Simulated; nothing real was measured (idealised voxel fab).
The process module that follows is named voxel wiring stack.
The width of the displayed cross-section, cut, is 280 nm; its cells are square, with a size of 5 nm.
Just so we're on the same page, the cross-sections are grids of square cells, and they're listed out in bands top to bottom, each band one or more rows deep.
Band: top height; bottom height; in nm. Then, left to right: material with width in nm, for each material. "edge to edge": a single material spanning edge to edge. "air": empty space.
Beneath 0, the wafer as received is one material, and that level is where height counting begins. The lowest band goes on downward without a bottom; it is written like "from 0 down".
Quick explanation for "30 to 40": the width changes in equal steps down the rows of cells, from the first number in the band's top row to the second number in its bottom row.
A step reported as "no alterations made" is a step in which no cell of the cross-section changed.
Enclosed voids (no open way to top), threshold 8 cells or more, entry "Enclosed void inventory", notation width x height at distance, distance from left edge, nm.
Text after the settings on a step's line: the simulator's own remark on that step.
Regarding "overlay nm": on a step with a mask, it is the distance the mask lay to the right of its planned place; a negative value places it to the left.
Process steps (planned):
- 1: RECEIVE [material Si]
- 2: CONFORMAL_DEP [material SiO2] [thk nm 10]
- 3: CONFORMAL_DEP [material SiCN] [thk nm 5]
- 4: DIRECTIONAL_DEP [material lowk] [thk nm 25]
- 5: DIRECTIONAL_DEP [material aC] [thk nm 10]
- 6: PATTERN [tone open] [mask id METAL_1] [material resist] [width nm 30] [pitch nm 55] [thk nm 30] [overlay nm 0]
- 7: DIRECTIONAL_ETCH [etch materials aC] [depth nm 10]
- 8: STRIP [etch materials resist]
- 9: DIRECTIONAL_ETCH [etch materials lowk] [depth nm 25]
- 10: DIRECTIONAL_ETCH [etch materials SiCN] [depth nm 5]
- 11: STRIP [etch materials aC]
- 12: CONFORMAL_DEP [material TiN] [thk nm 5]
- 13: FILL_DEP [material Ru] [thk nm 5]
- 14: CMP [height nm 40]
- 15: EPI [material Ru] [thk nm 5]
- 16: FILL_DEP [material SiCN] [thk nm 5]
- 17: DIRECTIONAL_DEP [material lowk] [thk nm 15]
- 18: DIRECTIONAL_DEP [material aC] [thk nm 15]
- 19: PATTERN [tone open] [mask id PLUG_1] [material resist] [width nm 15] [pitch nm 110] [thk nm 35] [overlay nm 0]
- 20: DIRECTIONAL_ETCH [etch materials aC] [depth nm 15]
- 21: STRIP [etch materials resist]
- 22: DIRECTIONAL_ETCH [etch materials lowk] [depth nm 15]
- 23: DIRECTIONAL_ETCH [etch materials SiCN] [depth nm 5]
- 24: STRIP [etch materials aC]
- 25: EPI [material Ru] [thk nm 10]
- 26: EPI [material Ru] [thk nm 10]
- 27: DIRECTIONAL_DEP [material TiN] [thk nm 5]
- 28: DIRECTIONAL_DEP [material W] [thk nm 25]
- 29: DIRECTIONAL_DEP [material aC] [thk nm 10]
- 30: PATTERN [tone cover] [mask id METAL_2] [material resist] [width nm 30] [pitch nm 55] [thk nm 30] [overlay nm 0]
- 31: DIRECTIONAL_ETCH [etch materials aC] [depth nm 10]
- 32: STRIP [etch materials resist]
- 33: DIRECTIONAL_ETCH [etch materials W] [depth nm 25]
- 34: DIRECTIONAL_ETCH [etch materials TiN] [depth nm 5]
- 35: STRIP [etch materials aC]
- 36: CONFORMAL_DEP [material SiCN] [thk nm 5]
- 37: FILL_DEP [material lowk] [thk nm 5]
- 38: CMP [height nm 95]
- 39: CONFORMAL_DEP [material SiCN] [thk nm 5]
- 40: DIRECTIONAL_DEP [material SiO2] [thk nm 20]
- 41: MASKED_ETCH [tone open] [mask id PLUG_2] [width nm 15] [pitch nm 55] [etch materials SiO2] [depth nm 20] [overlay nm 0]
- 42: MASKED_ETCH [tone open] [mask id PLUG_2] [width nm 15] [pitch nm 55] [etch materials SiCN] [depth nm 5] [overlay nm 0]
- 43: EPI [material Ru] [thk nm 10]
- 44: EPI [material Ru] [thk nm 10]
- 45: EPI [material Ru] [thk nm 5]
- 46: DIRECTIONAL_DEP [material TiN] [thk nm 5]
- 47: DIRECTIONAL_DEP [material Ru] [thk nm 25]
- 48: MASKED_ETCH [tone cover] [mask id METAL_3] [width nm 30] [pitch nm 55] [etch materials Ru] [depth nm 25] [overlay nm 0]
- 49: MASKED_ETCH [tone cover] [mask id METAL_3] [width nm 30] [pitch nm 55] [etch materials TiN] [depth nm 5] [overlay nm 0]
- 50: FILL_DEP [material lowk] [thk nm 5]
- 51: CMP [height nm 150]
- 52: CONFORMAL_DEP [material SiN] [thk nm 5]
Shown in cross-section is the wafer as received, that is, as it stands after step 1:
	from 0 down | Si edge to edge
	Enclosed void inventory: none
Cross-sectional result after module completion. Note: starting condition and plan are unchanged from above; one processing mistake was made:
	from 155 to 150 | SiN edge to edge
	from 150 to 130 | lowk 40 nm | Ru 15 nm | lowk 40 nm | Ru 15 nm | lowk 40 nm | Ru 15 nm | lowk 40 nm | Ru 15 nm | lowk 60 nm
	from 130 to 125 | lowk 40 nm | Ru 30 nm | lowk 25 nm | Ru 30 nm | lowk 25 nm | Ru 30 nm | lowk 25 nm | Ru 30 nm | lowk 45 nm
	from 125 to 120 | lowk 40 nm | TiN 15 nm | Ru 15 nm | lowk 25 nm | TiN 15 nm | Ru 15 nm | lowk 25 nm | TiN 15 nm | Ru 15 nm | lowk 25 nm | TiN 15 nm | Ru 15 nm | lowk 45 nm
	from 120 to 105 | lowk 40 nm | SiO2 15 nm | Ru 15 nm | lowk 25 nm | SiO2 15 nm | Ru 15 nm | lowk 25 nm | SiO2 15 nm | Ru 15 nm | lowk 25 nm | SiO2 15 nm | Ru 15 nm | lowk 45 nm
	from 105 to 100 | lowk 40 nm | SiO2 15 nm | TiN 15 nm | lowk 25 nm | SiO2 15 nm | TiN 15 nm | lowk 25 nm | SiO2 15 nm | TiN 15 nm | lowk 25 nm | SiO2 15 nm | TiN 15 nm | lowk 45 nm
	from 100 to 95 | SiCN edge to edge
	from 95 to 70 | lowk 35 nm | SiCN 5 nm | W 30 nm | SiCN 5 nm | lowk 15 nm | SiCN 5 nm | W 30 nm | SiCN 5 nm | lowk 15 nm | SiCN 5 nm | W 30 nm | SiCN 5 nm | lowk 15 nm | SiCN 5 nm | W 30 nm | SiCN 5 nm | lowk 40 nm
	from 70 to 65 | SiCN 40 nm | TiN 30 nm | SiCN 25 nm | TiN 30 nm | SiCN 25 nm | TiN 30 nm | SiCN 25 nm | TiN 30 nm | SiCN 45 nm
	from 65 to 50 | lowk 40 nm | Ru 15 nm | lowk 95 nm | Ru 15 nm | lowk 115 nm
	from 50 to 45 | SiCN 40 nm | Ru 15 nm | SiCN 95 nm | Ru 15 nm | SiCN 115 nm
	from 45 to 40 | SiCN 35 nm | Ru 40 nm | SiCN 15 nm | Ru 40 nm | SiCN 15 nm | Ru 40 nm | SiCN 15 nm | Ru 40 nm | SiCN 40 nm
	from 40 to 15 | lowk 40 nm | TiN 5 nm | Ru 20 nm | TiN 5 nm | lowk 25 nm | TiN 5 nm | Ru 20 nm | TiN 5 nm | lowk 25 nm | TiN 5 nm | Ru 20 nm | TiN 5 nm | lowk 25 nm | TiN 5 nm | Ru 20 nm | TiN 5 nm | lowk 45 nm
	from 15 to 10 | SiCN 40 nm | TiN 30 nm | SiCN 25 nm | TiN 30 nm | SiCN 25 nm | TiN 30 nm | SiCN 25 nm | TiN 30 nm | SiCN 45 nm
	from 10 to 0 | SiO2 edge to edge
	from 0 down | Si edge to edge
	Enclosed void inventory: none
It is concluded that the wafer was processed incorrectly with respect to the plan, in that step 41 changed vs plan, executed as MASKED_ETCH [tone cover] [mask id PLUG_2] [width nm 15] [pitch nm 55] [etch materials SiO2] [depth nm 20] [overlay nm 0]
